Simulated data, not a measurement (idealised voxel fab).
The process module that follows is named voxel transistor to metal.
The cross-section shown here is cut; it is 285 nm wide and divided into square cells measuring 5 nm on a side.
If you're reading a cross-section in this doc, picture square cells in a grid; it comes to you as bands, top ones listed first down to the bottom, and a band can be one or more rows of cells. The entry gives the band's vertical extent as a top height and a bottom height in nm, then its horizontal make-up as materials from left to right, each with a width in nm. "blank" stands for empty space; a single material marked "edge to edge" fills the band edge to edge. It should be noted that heights are counted from 0, beneath which the wafer as supplied is of one material throughout, and that the lowest band possesses no lower boundary but continues downward, as written in "0..down". A width such as "30 to 40" changes by the same amount from each row of cells to the next, from the band's top row to its bottom row. When a step is marked "stayed the same", none of the cells in the cross-section changed during that step. "Trapped voids" specifies each empty space that is not open to the top and that occupies no fewer than 8 cells, using the form width x height at distance, the distance measured from the left edge and all three quantities in nm. On each step's line, the part that comes after the settings is the simulator's own comment on the step. Steps that use a mask can have "overlay nm" on their line. It says how far the mask sat to the right of where it was meant to be. Negative means to the left.
-- Listed below are the process steps as planned
1. RECEIVE, material Si
2. CONFORMAL_DEP, material SiO2, thk nm 5
3. CONFORMAL_DEP, material SiN, thk nm 10
4. PATTERN, tone cover, mask id ACTIVE, material resist, width nm 110, pitch nm 135, thk nm 20, overlay nm 0
5. DIRECTIONAL_ETCH, etch materials SiN, depth nm 10
6. DIRECTIONAL_ETCH, etch materials SiO2, depth nm 5
7. DIRECTIONAL_ETCH, etch materials Si, depth nm 25
8. STRIP, etch materials resist
9. FILL_DEP, material SiO2, thk nm 5
10. CMP, height nm 15
11. SELECTIVE_ETCH, etch materials SiO2, depth nm 5
12. STRIP, etch materials SiN
13. SELECTIVE_ETCH, etch materials SiO2, depth nm 5
14. OXIDIZE, depth nm 5
15. DIRECTIONAL_DEP, material polySi, thk nm 30
16. DIRECTIONAL_DEP, material SiCN, thk nm 10
17. MASKED_ETCH, tone cover, mask id GATE, width nm 20, pitch nm 135, etch materials SiCN, depth nm 20, overlay nm 0
18. MASKED_ETCH, tone cover, mask id GATE, width nm 20, pitch nm 135, etch materials polySi, depth nm 40, overlay nm 0
19. CONFORMAL_DEP, material SiO2, thk nm 5
20. DIRECTIONAL_ETCH, etch materials SiO2, depth nm 5
21. CONFORMAL_DEP, material SiN, thk nm 10
22. DIRECTIONAL_ETCH, etch materials SiN, depth nm 10
23. DIRECTIONAL_ETCH, etch materials SiO2, depth nm 5
24. EPI, material SiGe, thk nm 5
25. FILL_DEP, material SiO2, thk nm 5
26. CMP, height nm 40
27. DIRECTIONAL_DEP, material SiO2, thk nm 15
28. PATTERN, tone open, mask id CONTACT, material resist, width nm 30, thk nm 20, overlay nm 0
29. DIRECTIONAL_ETCH, etch materials SiO2, depth nm 55
30. STRIP, etch materials resist
31. CONFORMAL_DEP, material TiN, thk nm 5
32. FILL_DEP, material W, thk nm 5
33. CMP, height nm 55
34. DIRECTIONAL_DEP, material TiN, thk nm 5
35. DIRECTIONAL_DEP, material Ru, thk nm 25
36. PATTERN, tone cover, mask id METAL_1, material resist, width nm 20, thk nm 15, overlay nm 0
37. DIRECTIONAL_ETCH, etch materials Ru, depth nm 25
38. DIRECTIONAL_ETCH, etch materials TiN, depth nm 5
39. STRIP, etch materials resist
40. FILL_DEP, material SiO2, thk nm 5
41. CMP, height nm 85
42. CONFORMAL_DEP, material SiCN, thk nm 5
It is noted that the wafers described herein are identical at the outset and are distinguished by the thk nm of step 19; the value stated in the plan corresponds to the first wafer.
-- Incoming state of the first of several wafers in cross-section: after step 1
- 0..down  Si edge to edge
- Trapped voids: none
-- First wafer of several, cross-section, module end, after step 42 (last)
- 90..85  SiCN edge to edge
- 85..60  SiO2 30 nm | Ru 20 nm | SiO2 50 nm | Ru 20 nm | SiO2 45 nm | Ru 20 nm | SiO2 50 nm | Ru 20 nm | SiO2 30 nm
- 60..55  SiO2 30 nm | TiN 20 nm | SiO2 50 nm | TiN 20 nm | SiO2 45 nm | TiN 20 nm | SiO2 50 nm | TiN 20 nm | SiO2 30 nm
- 55..45  SiO2 30 nm | TiN 5 nm | W 20 nm | TiN 5 nm | SiO2 30 nm | TiN 5 nm | W 20 nm | TiN 5 nm | SiO2 45 nm | TiN 5 nm | W 20 nm | TiN 5 nm | SiO2 30 nm | TiN 5 nm | W 20 nm | TiN 5 nm | SiO2 30 nm
- 45..40  SiO2 30 nm | TiN 5 nm | W 10 nm | TiN 15 nm | SiO2 30 nm | TiN 15 nm | W 10 nm | TiN 5 nm | SiO2 45 nm | TiN 5 nm | W 10 nm | TiN 15 nm | SiO2 30 nm | TiN 15 nm | W 10 nm | TiN 5 nm | SiO2 30 nm
- 40..30  SiO2 30 nm | TiN 5 nm | W 10 nm | TiN 5 nm | SiN 10 nm | SiO2 5 nm | SiCN 20 nm | SiO2 5 nm | SiN 10 nm | TiN 5 nm | W 10 nm | TiN 5 nm | SiO2 45 nm | TiN 5 nm | W 10 nm | TiN 5 nm | SiN 10 nm | SiO2 5 nm | SiCN 20 nm | SiO2 5 nm | SiN 10 nm | TiN 5 nm | W 10 nm | TiN 5 nm | SiO2 30 nm
- 30..5  SiO2 30 nm | TiN 5 nm | W 10 nm | TiN 5 nm | SiN 10 nm | SiO2 5 nm | polySi 20 nm | SiO2 5 nm | SiN 10 nm | TiN 5 nm | W 10 nm | TiN 5 nm | SiO2 45 nm | TiN 5 nm | W 10 nm | TiN 5 nm | SiN 10 nm | SiO2 5 nm | polySi 20 nm | SiO2 5 nm | SiN 10 nm | TiN 5 nm | W 10 nm | TiN 5 nm | SiO2 30 nm
- 5..0  SiO2 20 nm | SiN 10 nm | TiN 20 nm | SiN 10 nm | SiO2 5 nm | polySi 20 nm | SiO2 5 nm | SiN 10 nm | TiN 20 nm | SiN 10 nm | SiO2 25 nm | SiN 10 nm | TiN 20 nm | SiN 10 nm | SiO2 5 nm | polySi 20 nm | SiO2 5 nm | SiN 10 nm | TiN 20 nm | SiN 10 nm | SiO2 20 nm
- 0..-5  SiO2 30 nm | SiGe 20 nm | SiO2 50 nm | SiGe 20 nm | SiO2 45 nm | SiGe 20 nm | SiO2 50 nm | SiGe 20 nm | SiO2 30 nm
- -5..-25  SiO2 20 nm | Si 110 nm | SiO2 25 nm | Si 110 nm | SiO2 20 nm
- -25..down  Si edge to edge
- Trapped voids: none
-- Here's the last wafer cross-sectioned at the end of the module
- 90..85  SiCN edge to edge
- 85..60  SiO2 30 nm | Ru 20 nm | SiO2 50 nm | Ru 20 nm | SiO2 45 nm | Ru 20 nm | SiO2 50 nm | Ru 20 nm | SiO2 30 nm
- 60..55  SiO2 30 nm | TiN 20 nm | SiO2 50 nm | TiN 20 nm | SiO2 45 nm | TiN 20 nm | SiO2 50 nm | TiN 20 nm | SiO2 30 nm
- 55..45  SiO2 30 nm | TiN 5 nm | W 20 nm | TiN 5 nm | SiO2 30 nm | TiN 5 nm | W 20 nm | TiN 5 nm | SiO2 45 nm | TiN 5 nm | W 20 nm | TiN 5 nm | SiO2 30 nm | TiN 5 nm | W 20 nm | TiN 5 nm | SiO2 30 nm
- 45..40  SiO2 30 nm | TiN 20 nm | W 5 nm | TiN 5 nm | SiO2 30 nm | TiN 5 nm | W 5 nm | TiN 20 nm | SiO2 45 nm | TiN 20 nm | W 5 nm | TiN 5 nm | SiO2 30 nm | TiN 5 nm | W 5 nm | TiN 20 nm | SiO2 30 nm
- 40..30  SiO2 30 nm | TiN 5 nm | SiN 10 nm | TiN 5 nm | W 5 nm | TiN 5 nm | SiO2 5 nm | SiCN 20 nm | SiO2 5 nm | TiN 5 nm | W 5 nm | TiN 5 nm | SiN 10 nm | TiN 5 nm | SiO2 45 nm | TiN 5 nm | SiN 10 nm | TiN 5 nm | W 5 nm | TiN 5 nm | SiO2 5 nm | SiCN 20 nm | SiO2 5 nm | TiN 5 nm | W 5 nm | TiN 5 nm | SiN 10 nm | TiN 5 nm | SiO2 30 nm
- 30..15  SiO2 30 nm | TiN 5 nm | SiN 10 nm | TiN 5 nm | W 5 nm | TiN 5 nm | SiO2 5 nm | polySi 20 nm | SiO2 5 nm | TiN 5 nm | W 5 nm | TiN 5 nm | SiN 10 nm | TiN 5 nm | SiO2 45 nm | TiN 5 nm | SiN 10 nm | TiN 5 nm | W 5 nm | TiN 5 nm | SiO2 5 nm | polySi 20 nm | SiO2 5 nm | TiN 5 nm | W 5 nm | TiN 5 nm | SiN 10 nm | TiN 5 nm | SiO2 30 nm
- 15..5  SiO2 30 nm | TiN 5 nm | SiO2 10 nm | TiN 5 nm | W 5 nm | TiN 5 nm | SiO2 5 nm | polySi 20 nm | SiO2 5 nm | TiN 5 nm | W 5 nm | TiN 5 nm | SiO2 10 nm | TiN 5 nm | SiO2 45 nm | TiN 5 nm | SiO2 10 nm | TiN 5 nm | W 5 nm | TiN 5 nm | SiO2 5 nm | polySi 20 nm | SiO2 5 nm | TiN 5 nm | W 5 nm | TiN 5 nm | SiO2 10 nm | TiN 5 nm | SiO2 30 nm
- 5..0  SiO2 30 nm | TiN 5 nm | SiO2 10 nm | TiN 15 nm | SiO2 5 nm | polySi 20 nm | SiO2 5 nm | TiN 15 nm | SiO2 10 nm | TiN 5 nm | SiO2 45 nm | TiN 5 nm | SiO2 10 nm | TiN 15 nm | SiO2 5 nm | polySi 20 nm | SiO2 5 nm | TiN 15 nm | SiO2 10 nm | TiN 5 nm | SiO2 30 nm
- 0..-5  SiO2 edge to edge
- -5..-25  SiO2 20 nm | Si 110 nm | SiO2 25 nm | Si 110 nm | SiO2 20 nm
- -25..down  Si edge to edge
- Trapped voids: none
-- The following table contains a row per wafer, in which are reported, at the conclusion of the module, the cells of each material gained (+) or lost (-) since the wafer's receipt, with its closed voids given thereafter
thk nm 5; +80 Ru; -109 Si; +73 SiCN; +16 SiGe; +72 SiN; +630 SiO2; +120 TiN; +96 W; +48 polySi; Trapped voids: none
thk nm 10; +80 Ru; -109 Si; +73 SiCN; +64 SiN; +662 SiO2; +152 TiN; +56 W; +48 polySi; Trapped voids: none
thk nm 15; +80 Ru; -109 Si; +73 SiCN; +56 SiN; +686 SiO2; +160 TiN; +32 W; +48 polySi; Trapped voids: none
thk nm 20; +80 Ru; -109 Si; +73 SiCN; +40 SiN; +678 SiO2; +152 TiN; +64 W; +48 polySi; Trapped voids: none
